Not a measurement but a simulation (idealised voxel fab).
The following is a process module called voxel self aligned contacts.
Pictured: cross-section cut, 175 nm wide, on a grid of 5 nm square cells.
This document writes a cross-section as a grid whose cells are square, and gives it as bands, listed from the top down; one or more rows of cells form a band. It is stipulated that each band's entry specify, in nanometres, the height of the top of the band and then that of its bottom, followed by the materials of the band in left-to-right sequence, each together with its width in nanometres. A single material marked by the word "all across" is understood to fill the band from edge to edge; the word "blank" is understood to denote empty space. A quick word on heights: they are counted from 0, and under that level the wafer as it came to us is one material throughout. The lowest band is different from the rest in having no bottom; it simply continues downward, written as in "0..down". With a width like "30 to 40", each row of cells in the band differs from the next by the same amount, the top row carrying the first number and the bottom row the second. "all unchanged", as given for a step, is the statement that not any cell of the cross-section underwent a change during that step. The entry "Closed void register" lists the empty spaces that cover at least 8 cells and have no open path to the top. Each is written as width x height at distance, where the distance is measured from the left edge and all three values are in nm. Past the settings on a step's line: simulator remark, on that step. A step line may carry the setting "overlay nm", which, for steps involving a mask, states the distance by which the mask lay to the right of its intended position; negative values denote displacement to the left.

Planned process steps:
1. RECEIVE [material Si]
2. CONFORMAL_DEP [material SiO2] [thk nm 5]
3. DIRECTIONAL_DEP [material polySi] [thk nm 25]
4. DIRECTIONAL_DEP [material SiN] [thk nm 15]
5. DIRECTIONAL_DEP [material aC] [thk nm 10]
6. PATTERN [tone cover] [mask id GATE] [material resist] [width nm 25] [pitch nm 60] [thk nm 25] [overlay nm 0]
7. DIRECTIONAL_ETCH [etch materials aC] [depth nm 10]
8. STRIP [etch materials resist]
9. DIRECTIONAL_ETCH [etch materials SiN] [depth nm 15]
10. DIRECTIONAL_ETCH [etch materials polySi] [depth nm 25]
11. STRIP [etch materials aC]
12. CONFORMAL_DEP [material SiN] [thk nm 5]
13. DIRECTIONAL_ETCH [etch materials SiN] [depth nm 5]
14. FILL_DEP [material SiO2] [thk nm 15]
15. CMP [height nm 50]
16. MASKED_ETCH [tone open] [mask id CONTACT] [width nm 45] [etch materials SiO2] [depth nm 50] [overlay nm 0]
17. CONFORMAL_DEP [material TiN] [thk nm 5]
18. FILL_DEP [material W] [thk nm 5]
19. CMP [height nm 50]
20. CONFORMAL_DEP [material SiCN] [thk nm 5]

First of two wafers, processed according to plan:

Cross-section of the wafer as it came to us, i.e., already through step 1:
> 0..down: Si all across
> Closed void register: none

Cross-section through the wafer, step 2 finished:
> 5..0: SiO2 all across
> Whatever lies below 0 is exactly as it was before.

Cross-section through the wafer, step 3 finished:
> 30..5: polySi all across
> Whatever lies below 5 is exactly as it was before.

Cross-section through the wafer, step 4 finished:
> 45..30: SiN all across
> Whatever lies below 30 is exactly as it was before.

Cross-section through the wafer, step 5 finished:
> 55..45: aC all across
> Whatever lies below 45 is exactly as it was before.

Cross-section through the wafer, step 6 finished:
> 80..55: blank (45), resist (25), blank (35), resist (25), blank (45)
> Whatever lies below 55 is exactly as it was before.

Cross-section through the wafer, step 7 finished:
> 70..55: blank (45), resist (25), blank (35), resist (25), blank (45)
> 55..45: blank (45), aC (25), blank (35), aC (25), blank (45)
> Whatever lies below 45 is exactly as it was before.

Cross-section through the wafer, step 8 finished:
> 55..45: blank (45), aC (25), blank (35), aC (25), blank (45)
> Whatever lies below 45 is exactly as it was before.

Cross-section through the wafer, step 9 finished:
> 55..45: blank (45), aC (25), blank (35), aC (25), blank (45)
> 45..30: blank (45), SiN (25), blank (35), SiN (25), blank (45)
> Whatever lies below 30 is exactly as it was before.

Cross-section through the wafer, step 10 finished:
> 55..45: blank (45), aC (25), blank (35), aC (25), blank (45)
> 45..30: blank (45), SiN (25), blank (35), SiN (25), blank (45)
> 30..5: blank (45), polySi (25), blank (35), polySi (25), blank (45)
> Whatever lies below 5 is exactly as it was before.

Cross-section through the wafer, step 11 finished:
> 45..30: blank (45), SiN (25), blank (35), SiN (25), blank (45)
> Whatever lies below 30 is exactly as it was before.

Cross-section through the wafer, step 12 finished:
> 50..30: blank (40), SiN (35), blank (25), SiN (35), blank (40)
> 30..10: blank (40), SiN (5), polySi (25), SiN (5), blank (25), SiN (5), polySi (25), SiN (5), blank (40)
> 10..5: SiN (45), polySi (25), SiN (35), polySi (25), SiN (45)
> Whatever lies below 5 is exactly as it was before.

Cross-section through the wafer, step 13 finished:
> 45..30: blank (40), SiN (35), blank (25), SiN (35), blank (40)
> 30..5: blank (40), SiN (5), polySi (25), SiN (5), blank (25), SiN (5), polySi (25), SiN (5), blank (40)
> Whatever lies below 5 is exactly as it was before.

Cross-section through the wafer, step 14 finished:
> 60..45: SiO2 all across
> 45..30: SiO2 (40), SiN (35), SiO2 (25), SiN (35), SiO2 (40)
> 30..5: SiO2 (40), SiN (5), polySi (25), SiN (5), SiO2 (25), SiN (5), polySi (25), SiN (5), SiO2 (40)
> Whatever lies below 5 is exactly as it was before.

Cross-section through the wafer, step 15 finished:
> 50..45: SiO2 all across
> Whatever lies below 45 is exactly as it was before.

Cross-section through the wafer, step 16 finished:
> 50..45: SiO2 (65), blank (45), SiO2 (65)
> 45..30: SiO2 (40), SiN (35), blank (25), SiN (35), SiO2 (40)
> 30..5: SiO2 (40), SiN (5), polySi (25), SiN (5), blank (25), SiN (5), polySi (25), SiN (5), SiO2 (40)
> 5..0: SiO2 (75), blank (25), SiO2 (75)
> Whatever lies below 0 is exactly as it was before.

Cross-section through the wafer, step 17 finished:
> 55..50: TiN (70), blank (35), TiN (70)
> 50..45: SiO2 (65), TiN (15), blank (15), TiN (15), SiO2 (65)
> 45..30: SiO2 (40), SiN (35), TiN (5), blank (15), TiN (5), SiN (35), SiO2 (40)
> 30..5: SiO2 (40), SiN (5), polySi (25), SiN (5), TiN (5), blank (15), TiN (5), SiN (5), polySi (25), SiN (5), SiO2 (40)
> 5..0: SiO2 (75), TiN (25), SiO2 (75)
> Whatever lies below 0 is exactly as it was before.

Cross-section through the wafer, step 18 finished:
> 60..55: W all across
> 55..50: TiN (70), W (35), TiN (70)
> 50..45: SiO2 (65), TiN (15), W (15), TiN (15), SiO2 (65)
> 45..30: SiO2 (40), SiN (35), TiN (5), W (15), TiN (5), SiN (35), SiO2 (40)
> 30..5: SiO2 (40), SiN (5), polySi (25), SiN (5), TiN (5), W (15), TiN (5), SiN (5), polySi (25), SiN (5), SiO2 (40)
> Whatever lies below 5 is exactly as it was before.

Cross-section through the wafer, step 19 finished:
> 50..45: SiO2 (65), TiN (15), W (15), TiN (15), SiO2 (65)
> Whatever lies below 45 is exactly as it was before.

Cross-section through the wafer, step 20 finished:
> 55..50: SiCN all across
> Whatever lies below 50 is exactly as it was before.

What follows concerns the second wafer, which started out like the first and was meant to follow the very same plan; one mistake crept in when it was run, but everything up to and including step 5 is the same as for the first wafer:

What the second wafer looks like in cross-section when step 6 should have wrapped up:
> 80..55: blank (50), resist (15), blank (45), resist (15), blank (50)
> Whatever lies below 55 is exactly as it was before.

What the second wafer looks like in cross-section when step 7 should have wrapped up:
> 70..55: blank (50), resist (15), blank (45), resist (15), blank (50)
> 55..45: blank (50), aC (15), blank (45), aC (15), blank (50)
> Whatever lies below 45 is exactly as it was before.

What the second wafer looks like in cross-section when step 8 should have wrapped up:
> 55..45: blank (50), aC (15), blank (45), aC (15), blank (50)
> Whatever lies below 45 is exactly as it was before.

What the second wafer looks like in cross-section when step 9 should have wrapped up:
> 55..45: blank (50), aC (15), blank (45), aC (15), blank (50)
> 45..30: blank (50), SiN (15), blank (45), SiN (15), blank (50)
> Whatever lies below 30 is exactly as it was before.

What the second wafer looks like in cross-section when step 10 should have wrapped up:
> 55..45: blank (50), aC (15), blank (45), aC (15), blank (50)
> 45..30: blank (50), SiN (15), blank (45), SiN (15), blank (50)
> 30..5: blank (50), polySi (15), blank (45), polySi (15), blank (50)
> Whatever lies below 5 is exactly as it was before.

What the second wafer looks like in cross-section when step 11 should have wrapped up:
> 45..30: blank (50), SiN (15), blank (45), SiN (15), blank (50)
> Whatever lies below 30 is exactly as it was before.

What the second wafer looks like in cross-section when step 12 should have wrapped up:
> 50..30: blank (45), SiN (25), blank (35), SiN (25), blank (45)
> 30..10: blank (45), SiN (5), polySi (15), SiN (5), blank (35), SiN (5), polySi (15), SiN (5), blank (45)
> 10..5: SiN (50), polySi (15), SiN (45), polySi (15), SiN (50)
> Whatever lies below 5 is exactly as it was before.

What the second wafer looks like in cross-section when step 13 should have wrapped up:
> 45..30: blank (45), SiN (25), blank (35), SiN (25), blank (45)
> 30..5: blank (45), SiN (5), polySi (15), SiN (5), blank (35), SiN (5), polySi (15), SiN (5), blank (45)
> Whatever lies below 5 is exactly as it was before.

What the second wafer looks like in cross-section when step 14 should have wrapped up:
> 60..45: SiO2 all across
> 45..30: SiO2 (45), SiN (25), SiO2 (35), SiN (25), SiO2 (45)
> 30..5: SiO2 (45), SiN (5), polySi (15), SiN (5), SiO2 (35), SiN (5), polySi (15), SiN (5), SiO2 (45)
> Whatever lies below 5 is exactly as it was before.

What the second wafer looks like in cross-section when step 15 should have wrapped up:
> 50..45: SiO2 all across
> Whatever lies below 45 is exactly as it was before.

What the second wafer looks like in cross-section when step 16 should have wrapped up:
> 50..45: SiO2 (65), blank (45), SiO2 (65)
> 45..30: SiO2 (45), SiN (25), blank (35), SiN (25), SiO2 (45)
> 30..5: SiO2 (45), SiN (5), polySi (15), SiN (5), blank (35), SiN (5), polySi (15), SiN (5), SiO2 (45)
> 5..0: SiO2 (70), blank (35), SiO2 (70)
> Whatever lies below 0 is exactly as it was before.

What the second wafer looks like in cross-section when step 17 should have wrapped up:
> 55..50: TiN (70), blank (35), TiN (70)
> 50..45: SiO2 (65), TiN (10), blank (25), TiN (10), SiO2 (65)
> 45..30: SiO2 (45), SiN (25), TiN (5), blank (25), TiN (5), SiN (25), SiO2 (45)
> 30..5: SiO2 (45), SiN (5), polySi (15), SiN (5), TiN (5), blank (25), TiN (5), SiN (5), polySi (15), SiN (5), SiO2 (45)
> 5..0: SiO2 (70), TiN (35), SiO2 (70)
> Whatever lies below 0 is exactly as it was before.

What the second wafer looks like in cross-section when step 18 should have wrapped up:
> 60..55: W all across
> 55..50: TiN (70), W (35), TiN (70)
> 50..45: SiO2 (65), TiN (10), W (25), TiN (10), SiO2 (65)
> 45..30: SiO2 (45), SiN (25), TiN (5), W (25), TiN (5), SiN (25), SiO2 (45)
> 30..5: SiO2 (45), SiN (5), polySi (15), SiN (5), TiN (5), W (25), TiN (5), SiN (5), polySi (15), SiN (5), SiO2 (45)
> Whatever lies below 5 is exactly as it was before.

What the second wafer looks like in cross-section when step 19 should have wrapped up:
> 50..45: SiO2 (65), TiN (10), W (25), TiN (10), SiO2 (65)
> Whatever lies below 45 is exactly as it was before.

What the second wafer looks like in cross-section when step 20 should have wrapped up:
> 55..50: SiCN all across
> Whatever lies below 50 is exactly as it was before.
Which mistake was made when the wafer was run? the process deviated at step 6: the operation and settings actually run there were PATTERN [tone cover] [mask id GATE] [material resist] [width nm 15] [pitch nm 60] [thk nm 25] [overlay nm 0]
at the end the second wafer has, in cells: SiN -12, SiO2 +14, W +18, polySi -20
